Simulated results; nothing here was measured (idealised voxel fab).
The process module that follows is named voxel released beams.
It is cross-section cut that appears here, measuring 185 nm in width, its square cells being 5 nm in size.
We lay out every cross-section as a grid of square cells and spell it out in bands from the top down, where one band means one or more rows of cells. Band: top height; bottom height; in nm. Then, left to right: material with width in nm, for each material. "full width": a single material spanning edge to edge. "air": empty space. All heights in this document are referenced to 0, defined as the level beneath which the wafer, as received, consists entirely of one material. The lowest band is not bounded below; it extends indefinitely downward and is written in the form "top 0, no bottom". The two numbers in a width such as "30 to 40" mark its ends across the band: the first belongs to the top row of cells, the second to the bottom row, and from each row to the next the width moves by the same amount. The cross-section has no changed cell in any step marked "changes: none". "Closed void roster" means: voids of 8 cells or more that are shut off from the top with no open way through. Written width x height at distance, distance from the left edge, in nm. It should be noted that, on the line of a given step, the content following the step's settings is a remark produced by the simulator itself with respect to that step. A step's line can hold "overlay nm"; with a mask on that step, the setting says how far right of the planned place the mask lay, while a negative setting says it lay to the left.

Process steps foreseen in the plan:
step 1: RECEIVE,material Si
step 2: CONFORMAL_DEP,material Al2O3,thk nm 10
step 3: DIRECTIONAL_DEP,material SiO2,thk nm 15
step 4: DIRECTIONAL_DEP,material aC,thk nm 15
step 5: PATTERN,tone open,mask id ANCHOR,material resist,width nm 40,thk nm 35,overlay nm 0
step 6: DIRECTIONAL_ETCH,etch materials aC,depth nm 15
step 7: STRIP,etch materials resist
step 8: DIRECTIONAL_ETCH,etch materials SiO2,depth nm 15
step 9: STRIP,etch materials aC
step 10: CONFORMAL_DEP,material W,thk nm 15
step 11: MASKED_ETCH,tone cover,mask id BEAM,width nm 105,etch materials W,depth nm 15,overlay nm 0
step 12: STRIP,etch materials SiO2

First wafer of two (run as planned):

Cross-section of the wafer as it came to us, i.e., already through step 1:
	top 0, no bottom: Si full width
	Closed void roster: none

Wafer section view after processing step 2:
	top 10, bottom 0: Al2O3 full width
	For the remainder of the cross-section, below 0, there is no change.

Wafer section view after processing step 3:
	top 25, bottom 10: SiO2 full width
	For the remainder of the cross-section, below 10, there is no change.

Wafer section view after processing step 4:
	top 40, bottom 25: aC full width
	For the remainder of the cross-section, below 25, there is no change.

Wafer section view after processing step 5:
	top 75, bottom 40: resist: 40; air: 40; resist: 105
	For the remainder of the cross-section, below 40, there is no change.

Wafer section view after processing step 6:
	top 60, bottom 40: resist: 40; air: 40; resist: 105
	top 40, bottom 25: aC: 40; air: 40; aC: 105
	For the remainder of the cross-section, below 25, there is no change.

Wafer section view after processing step 7:
	top 40, bottom 25: aC: 40; air: 40; aC: 105
	For the remainder of the cross-section, below 25, there is no change.

Wafer section view after processing step 8:
	top 40, bottom 25: aC: 40; air: 40; aC: 105
	top 25, bottom 10: SiO2: 40; air: 40; SiO2: 105
	For the remainder of the cross-section, below 10, there is no change.

Wafer section view after processing step 9:
	top 25, bottom 10: SiO2: 40; air: 40; SiO2: 105
	For the remainder of the cross-section, below 10, there is no change.

Wafer section view after processing step 10:
	top 40, bottom 25: W: 55; air: 10; W: 120
	top 25, bottom 10: SiO2: 40; W: 40; SiO2: 105
	For the remainder of the cross-section, below 10, there is no change.

Wafer section view after processing step 11:
	top 40, bottom 25: air: 35; W: 20; air: 10; W: 75; air: 45
	For the remainder of the cross-section, below 25, there is no change.

Wafer section view after processing step 12:
	top 40, bottom 25: air: 35; W: 20; air: 10; W: 75; air: 45
	top 25, bottom 10: air: 40; W: 40; air: 105
	For the remainder of the cross-section, below 10, there is no change.

Second wafer - shared start and plan with the first - one error in running - same as the first up to step 10 inclusive:

Look at the second wafer in cross-section at the time step 11 ought to have finished:
	top 40, bottom 25: air: 45; W: 10; air: 10; W: 85; air: 35
	For the remainder of the cross-section, below 25, there is no change.

Look at the second wafer in cross-section at the time step 12 ought to have finished:
	top 40, bottom 25: air: 45; W: 10; air: 10; W: 85; air: 35
	top 25, bottom 10: air: 40; W: 40; air: 105
	For the remainder of the cross-section, below 10, there is no change.
Deviation noted in wafer processing: for step 11, the planned setting was not used; the step was instead run as MASKED_ETCH,tone cover,mask id BEAM,width nm 105,etch materials W,depth nm 15,overlay nm 10
Same inventory, different map: at the end, the second wafer holds as many cells of each material as the first, placed elsewhere.
